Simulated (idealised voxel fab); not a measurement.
Process module name: voxel trench capacitor
215 nm wide, 5 nm square cells: that's cross-section cut.
How to read a cross-section here: the picture is a grid of square cells, written as bands going from the top down, and any band can span one or more rows of cells.
This entry defines a band. It first specifies the height of the band's top and the height of its bottom in nm, and then specifies the band's materials from left to right, stating each material with its width in nm. The word "throughout" identifies a single material that fills the band from edge to edge, while the word "air" identifies empty space.
Heights from 0 (as-received wafer is one material below). Bottom band endless downward, as "0 nm and below".
You'd read "30 to 40" like this: the band's top row of cells is as wide as the first number, its bottom row is as wide as the second, and going down, every row changes width by the same amount as the row before did.
"stayed the same" means the step left every cell of the cross-section as it was.
Voids not open to the top, 8 cells minimum: see "Enclosed void listing". Written width x height at distance; distance is from the left edge; nm.
Heads up: the bit after the settings on a step's line is the simulator's remark on that step.
The "overlay nm" setting may appear on a step's line; for a step that uses a mask, it gives how far to the right of its planned position the mask lay, and a negative value indicates the left.

[Process steps (planned)]
| 1 | RECEIVE with material Si |
| 2 | CONFORMAL_DEP with material SiN, thk nm 10 |
| 3 | DIRECTIONAL_DEP with material aC, thk nm 15 |
| 4 | PATTERN with tone open, mask id TRENCH, material resist, width nm 30, pitch nm 50, thk nm 30, overlay nm 0 |
| 5 | DIRECTIONAL_ETCH with etch materials aC, depth nm 15 |
| 6 | STRIP with etch materials resist |
| 7 | DIRECTIONAL_ETCH with etch materials SiN, depth nm 10 |
| 8 | DIRECTIONAL_ETCH with etch materials Si, depth nm 35 |
| 9 | STRIP with etch materials aC |
| 10 | CONFORMAL_DEP with material HfO2, thk nm 5 |
| 11 | CONFORMAL_DEP with material TiN, thk nm 5 |
| 12 | FILL_DEP with material W, thk nm 10 |
| 13 | CMP with height nm 10 |

[So, the first of our two wafers, run just as we planned it]

[Received-state cross-section, reflecting completion of step 1]
0 nm and below | Si throughout
Enclosed void listing: none

[Sectional view: wafer, after step 2]
10 nm to 0 nm | SiN throughout
Lower than 0, everything is as it was.

[Sectional view: wafer, after step 3]
25 nm to 10 nm | aC throughout
Lower than 10, everything is as it was.

[Sectional view: wafer, after step 4]
55 nm to 25 nm | resist 15 nm, then air 30 nm, then resist 20 nm, then air 30 nm, then resist 20 nm, then air 30 nm, then resist 20 nm, then air 30 nm, then resist 20 nm
Lower than 25, everything is as it was.

[Sectional view: wafer, after step 5]
40 nm to 25 nm | resist 15 nm, then air 30 nm, then resist 20 nm, then air 30 nm, then resist 20 nm, then air 30 nm, then resist 20 nm, then air 30 nm, then resist 20 nm
25 nm to 10 nm | aC 15 nm, then air 30 nm, then aC 20 nm, then air 30 nm, then aC 20 nm, then air 30 nm, then aC 20 nm, then air 30 nm, then aC 20 nm
Lower than 10, everything is as it was.

[Sectional view: wafer, after step 6]
25 nm to 10 nm | aC 15 nm, then air 30 nm, then aC 20 nm, then air 30 nm, then aC 20 nm, then air 30 nm, then aC 20 nm, then air 30 nm, then aC 20 nm
Lower than 10, everything is as it was.

[Sectional view: wafer, after step 7]
25 nm to 10 nm | aC 15 nm, then air 30 nm, then aC 20 nm, then air 30 nm, then aC 20 nm, then air 30 nm, then aC 20 nm, then air 30 nm, then aC 20 nm
10 nm to 0 nm | SiN 15 nm, then air 30 nm, then SiN 20 nm, then air 30 nm, then SiN 20 nm, then air 30 nm, then SiN 20 nm, then air 30 nm, then SiN 20 nm
Lower than 0, everything is as it was.

[Sectional view: wafer, after step 8]
25 nm to 10 nm | aC 15 nm, then air 30 nm, then aC 20 nm, then air 30 nm, then aC 20 nm, then air 30 nm, then aC 20 nm, then air 30 nm, then aC 20 nm
10 nm to 0 nm | SiN 15 nm, then air 30 nm, then SiN 20 nm, then air 30 nm, then SiN 20 nm, then air 30 nm, then SiN 20 nm, then air 30 nm, then SiN 20 nm
0 nm to -35 nm | Si 15 nm, then air 30 nm, then Si 20 nm, then air 30 nm, then Si 20 nm, then air 30 nm, then Si 20 nm, then air 30 nm, then Si 20 nm
Lower than -35, everything is as it was.

[Sectional view: wafer, after step 9]
10 nm to 0 nm | SiN 15 nm, then air 30 nm, then SiN 20 nm, then air 30 nm, then SiN 20 nm, then air 30 nm, then SiN 20 nm, then air 30 nm, then SiN 20 nm
Lower than 0, everything is as it was.

[Sectional view: wafer, after step 10]
15 nm to 10 nm | HfO2 20 nm, then air 20 nm, then HfO2 30 nm, then air 20 nm, then HfO2 30 nm, then air 20 nm, then HfO2 30 nm, then air 20 nm, then HfO2 25 nm
10 nm to 0 nm | SiN 15 nm, then HfO2 5 nm, then air 20 nm, then HfO2 5 nm, then SiN 20 nm, then HfO2 5 nm, then air 20 nm, then HfO2 5 nm, then SiN 20 nm, then HfO2 5 nm, then air 20 nm, then HfO2 5 nm, then SiN 20 nm, then HfO2 5 nm, then air 20 nm, then HfO2 5 nm, then SiN 20 nm
0 nm to -30 nm | Si 15 nm, then HfO2 5 nm, then air 20 nm, then HfO2 5 nm, then Si 20 nm, then HfO2 5 nm, then air 20 nm, then HfO2 5 nm, then Si 20 nm, then HfO2 5 nm, then air 20 nm, then HfO2 5 nm, then Si 20 nm, then HfO2 5 nm, then air 20 nm, then HfO2 5 nm, then Si 20 nm
-30 nm to -35 nm | Si 15 nm, then HfO2 30 nm, then Si 20 nm, then HfO2 30 nm, then Si 20 nm, then HfO2 30 nm, then Si 20 nm, then HfO2 30 nm, then Si 20 nm
Lower than -35, everything is as it was.

[Sectional view: wafer, after step 11]
20 nm to 15 nm | TiN 25 nm, then air 10 nm, then TiN 40 nm, then air 10 nm, then TiN 40 nm, then air 10 nm, then TiN 40 nm, then air 10 nm, then TiN 30 nm
15 nm to 10 nm | HfO2 20 nm, then TiN 5 nm, then air 10 nm, then TiN 5 nm, then HfO2 30 nm, then TiN 5 nm, then air 10 nm, then TiN 5 nm, then HfO2 30 nm, then TiN 5 nm, then air 10 nm, then TiN 5 nm, then HfO2 30 nm, then TiN 5 nm, then air 10 nm, then TiN 5 nm, then HfO2 25 nm
10 nm to 0 nm | SiN 15 nm, then HfO2 5 nm, then TiN 5 nm, then air 10 nm, then TiN 5 nm, then HfO2 5 nm, then SiN 20 nm, then HfO2 5 nm, then TiN 5 nm, then air 10 nm, then TiN 5 nm, then HfO2 5 nm, then SiN 20 nm, then HfO2 5 nm, then TiN 5 nm, then air 10 nm, then TiN 5 nm, then HfO2 5 nm, then SiN 20 nm, then HfO2 5 nm, then TiN 5 nm, then air 10 nm, then TiN 5 nm, then HfO2 5 nm, then SiN 20 nm
0 nm to -25 nm | Si 15 nm, then HfO2 5 nm, then TiN 5 nm, then air 10 nm, then TiN 5 nm, then HfO2 5 nm, then Si 20 nm, then HfO2 5 nm, then TiN 5 nm, then air 10 nm, then TiN 5 nm, then HfO2 5 nm, then Si 20 nm, then HfO2 5 nm, then TiN 5 nm, then air 10 nm, then TiN 5 nm, then HfO2 5 nm, then Si 20 nm, then HfO2 5 nm, then TiN 5 nm, then air 10 nm, then TiN 5 nm, then HfO2 5 nm, then Si 20 nm
-25 nm to -30 nm | Si 15 nm, then HfO2 5 nm, then TiN 20 nm, then HfO2 5 nm, then Si 20 nm, then HfO2 5 nm, then TiN 20 nm, then HfO2 5 nm, then Si 20 nm, then HfO2 5 nm, then TiN 20 nm, then HfO2 5 nm, then Si 20 nm, then HfO2 5 nm, then TiN 20 nm, then HfO2 5 nm, then Si 20 nm
Lower than -30, everything is as it was.

[Sectional view: wafer, after step 12]
30 nm to 20 nm | W throughout
20 nm to 15 nm | TiN 25 nm, then W 10 nm, then TiN 40 nm, then W 10 nm, then TiN 40 nm, then W 10 nm, then TiN 40 nm, then W 10 nm, then TiN 30 nm
15 nm to 10 nm | HfO2 20 nm, then TiN 5 nm, then W 10 nm, then TiN 5 nm, then HfO2 30 nm, then TiN 5 nm, then W 10 nm, then TiN 5 nm, then HfO2 30 nm, then TiN 5 nm, then W 10 nm, then TiN 5 nm, then HfO2 30 nm, then TiN 5 nm, then W 10 nm, then TiN 5 nm, then HfO2 25 nm
10 nm to 0 nm | SiN 15 nm, then HfO2 5 nm, then TiN 5 nm, then W 10 nm, then TiN 5 nm, then HfO2 5 nm, then SiN 20 nm, then HfO2 5 nm, then TiN 5 nm, then W 10 nm, then TiN 5 nm, then HfO2 5 nm, then SiN 20 nm, then HfO2 5 nm, then TiN 5 nm, then W 10 nm, then TiN 5 nm, then HfO2 5 nm, then SiN 20 nm, then HfO2 5 nm, then TiN 5 nm, then W 10 nm, then TiN 5 nm, then HfO2 5 nm, then SiN 20 nm
0 nm to -25 nm | Si 15 nm, then HfO2 5 nm, then TiN 5 nm, then W 10 nm, then TiN 5 nm, then HfO2 5 nm, then Si 20 nm, then HfO2 5 nm, then TiN 5 nm, then W 10 nm, then TiN 5 nm, then HfO2 5 nm, then Si 20 nm, then HfO2 5 nm, then TiN 5 nm, then W 10 nm, then TiN 5 nm, then HfO2 5 nm, then Si 20 nm, then HfO2 5 nm, then TiN 5 nm, then W 10 nm, then TiN 5 nm, then HfO2 5 nm, then Si 20 nm
Lower than -25, everything is as it was.

[Sectional view: wafer, after step 13]
10 nm to 0 nm | SiN 15 nm, then HfO2 5 nm, then TiN 5 nm, then W 10 nm, then TiN 5 nm, then HfO2 5 nm, then SiN 20 nm, then HfO2 5 nm, then TiN 5 nm, then W 10 nm, then TiN 5 nm, then HfO2 5 nm, then SiN 20 nm, then HfO2 5 nm, then TiN 5 nm, then W 10 nm, then TiN 5 nm, then HfO2 5 nm, then SiN 20 nm, then HfO2 5 nm, then TiN 5 nm, then W 10 nm, then TiN 5 nm, then HfO2 5 nm, then SiN 20 nm
Lower than 0, everything is as it was.

[Second wafer, same starting conditions and recipe as the first, one mistake in executing it, nothing differs from the first up to and including step 7]

[Cross-section, second wafer, at the end time the plan gives for step 8]
25 nm to 10 nm | aC 15 nm, then air 30 nm, then aC 20 nm, then air 30 nm, then aC 20 nm, then air 30 nm, then aC 20 nm, then air 30 nm, then aC 20 nm
10 nm to 0 nm | SiN 15 nm, then air 30 nm, then SiN 20 nm, then air 30 nm, then SiN 20 nm, then air 30 nm, then SiN 20 nm, then air 30 nm, then SiN 20 nm
0 nm to -30 nm | Si 15 nm, then air 30 nm, then Si 20 nm, then air 30 nm, then Si 20 nm, then air 30 nm, then Si 20 nm, then air 30 nm, then Si 20 nm
Lower than -30, everything is as it was.

[Cross-section, second wafer, at the end time the plan gives for step 9]
10 nm to 0 nm | SiN 15 nm, then air 30 nm, then SiN 20 nm, then air 30 nm, then SiN 20 nm, then air 30 nm, then SiN 20 nm, then air 30 nm, then SiN 20 nm
Lower than 0, everything is as it was.

[Cross-section, second wafer, at the end time the plan gives for step 10]
15 nm to 10 nm | HfO2 20 nm, then air 20 nm, then HfO2 30 nm, then air 20 nm, then HfO2 30 nm, then air 20 nm, then HfO2 30 nm, then air 20 nm, then HfO2 25 nm
10 nm to 0 nm | SiN 15 nm, then HfO2 5 nm, then air 20 nm, then HfO2 5 nm, then SiN 20 nm, then HfO2 5 nm, then air 20 nm, then HfO2 5 nm, then SiN 20 nm, then HfO2 5 nm, then air 20 nm, then HfO2 5 nm, then SiN 20 nm, then HfO2 5 nm, then air 20 nm, then HfO2 5 nm, then SiN 20 nm
0 nm to -25 nm | Si 15 nm, then HfO2 5 nm, then air 20 nm, then HfO2 5 nm, then Si 20 nm, then HfO2 5 nm, then air 20 nm, then HfO2 5 nm, then Si 20 nm, then HfO2 5 nm, then air 20 nm, then HfO2 5 nm, then Si 20 nm, then HfO2 5 nm, then air 20 nm, then HfO2 5 nm, then Si 20 nm
-25 nm to -30 nm | Si 15 nm, then HfO2 30 nm, then Si 20 nm, then HfO2 30 nm, then Si 20 nm, then HfO2 30 nm, then Si 20 nm, then HfO2 30 nm, then Si 20 nm
Lower than -30, everything is as it was.

[Cross-section, second wafer, at the end time the plan gives for step 11]
20 nm to 15 nm | TiN 25 nm, then air 10 nm, then TiN 40 nm, then air 10 nm, then TiN 40 nm, then air 10 nm, then TiN 40 nm, then air 10 nm, then TiN 30 nm
15 nm to 10 nm | HfO2 20 nm, then TiN 5 nm, then air 10 nm, then TiN 5 nm, then HfO2 30 nm, then TiN 5 nm, then air 10 nm, then TiN 5 nm, then HfO2 30 nm, then TiN 5 nm, then air 10 nm, then TiN 5 nm, then HfO2 30 nm, then TiN 5 nm, then air 10 nm, then TiN 5 nm, then HfO2 25 nm
10 nm to 0 nm | SiN 15 nm, then HfO2 5 nm, then TiN 5 nm, then air 10 nm, then TiN 5 nm, then HfO2 5 nm, then SiN 20 nm, then HfO2 5 nm, then TiN 5 nm, then air 10 nm, then TiN 5 nm, then HfO2 5 nm, then SiN 20 nm, then HfO2 5 nm, then TiN 5 nm, then air 10 nm, then TiN 5 nm, then HfO2 5 nm, then SiN 20 nm, then HfO2 5 nm, then TiN 5 nm, then air 10 nm, then TiN 5 nm, then HfO2 5 nm, then SiN 20 nm
0 nm to -20 nm | Si 15 nm, then HfO2 5 nm, then TiN 5 nm, then air 10 nm, then TiN 5 nm, then HfO2 5 nm, then Si 20 nm, then HfO2 5 nm, then TiN 5 nm, then air 10 nm, then TiN 5 nm, then HfO2 5 nm, then Si 20 nm, then HfO2 5 nm, then TiN 5 nm, then air 10 nm, then TiN 5 nm, then HfO2 5 nm, then Si 20 nm, then HfO2 5 nm, then TiN 5 nm, then air 10 nm, then TiN 5 nm, then HfO2 5 nm, then Si 20 nm
-20 nm to -25 nm | Si 15 nm, then HfO2 5 nm, then TiN 20 nm, then HfO2 5 nm, then Si 20 nm, then HfO2 5 nm, then TiN 20 nm, then HfO2 5 nm, then Si 20 nm, then HfO2 5 nm, then TiN 20 nm, then HfO2 5 nm, then Si 20 nm, then HfO2 5 nm, then TiN 20 nm, then HfO2 5 nm, then Si 20 nm
Lower than -25, everything is as it was.

[Cross-section, second wafer, at the end time the plan gives for step 12]
30 nm to 20 nm | W throughout
20 nm to 15 nm | TiN 25 nm, then W 10 nm, then TiN 40 nm, then W 10 nm, then TiN 40 nm, then W 10 nm, then TiN 40 nm, then W 10 nm, then TiN 30 nm
15 nm to 10 nm | HfO2 20 nm, then TiN 5 nm, then W 10 nm, then TiN 5 nm, then HfO2 30 nm, then TiN 5 nm, then W 10 nm, then TiN 5 nm, then HfO2 30 nm, then TiN 5 nm, then W 10 nm, then TiN 5 nm, then HfO2 30 nm, then TiN 5 nm, then W 10 nm, then TiN 5 nm, then HfO2 25 nm
10 nm to 0 nm | SiN 15 nm, then HfO2 5 nm, then TiN 5 nm, then W 10 nm, then TiN 5 nm, then HfO2 5 nm, then SiN 20 nm, then HfO2 5 nm, then TiN 5 nm, then W 10 nm, then TiN 5 nm, then HfO2 5 nm, then SiN 20 nm, then HfO2 5 nm, then TiN 5 nm, then W 10 nm, then TiN 5 nm, then HfO2 5 nm, then SiN 20 nm, then HfO2 5 nm, then TiN 5 nm, then W 10 nm, then TiN 5 nm, then HfO2 5 nm, then SiN 20 nm
0 nm to -20 nm | Si 15 nm, then HfO2 5 nm, then TiN 5 nm, then W 10 nm, then TiN 5 nm, then HfO2 5 nm, then Si 20 nm, then HfO2 5 nm, then TiN 5 nm, then W 10 nm, then TiN 5 nm, then HfO2 5 nm, then Si 20 nm, then HfO2 5 nm, then TiN 5 nm, then W 10 nm, then TiN 5 nm, then HfO2 5 nm, then Si 20 nm, then HfO2 5 nm, then TiN 5 nm, then W 10 nm, then TiN 5 nm, then HfO2 5 nm, then Si 20 nm
Lower than -20, everything is as it was.

[Cross-section, second wafer, at the end time the plan gives for step 13]
10 nm to 0 nm | SiN 15 nm, then HfO2 5 nm, then TiN 5 nm, then W 10 nm, then TiN 5 nm, then HfO2 5 nm, then SiN 20 nm, then HfO2 5 nm, then TiN 5 nm, then W 10 nm, then TiN 5 nm, then HfO2 5 nm, then SiN 20 nm, then HfO2 5 nm, then TiN 5 nm, then W 10 nm, then TiN 5 nm, then HfO2 5 nm, then SiN 20 nm, then HfO2 5 nm, then TiN 5 nm, then W 10 nm, then TiN 5 nm, then HfO2 5 nm, then SiN 20 nm
Lower than 0, everything is as it was.
Processing error: it should be noted that step 8 was executed with settings other than those planned, the operation and settings actually applied being DIRECTIONAL_ETCH with etch materials Si, depth nm 30
Wrapping up, a cell-based count of both wafers puts the second over or under the first for these materials: 8 fewer of HfO2; 24 more of Si; 8 fewer of TiN; 8 fewer of W
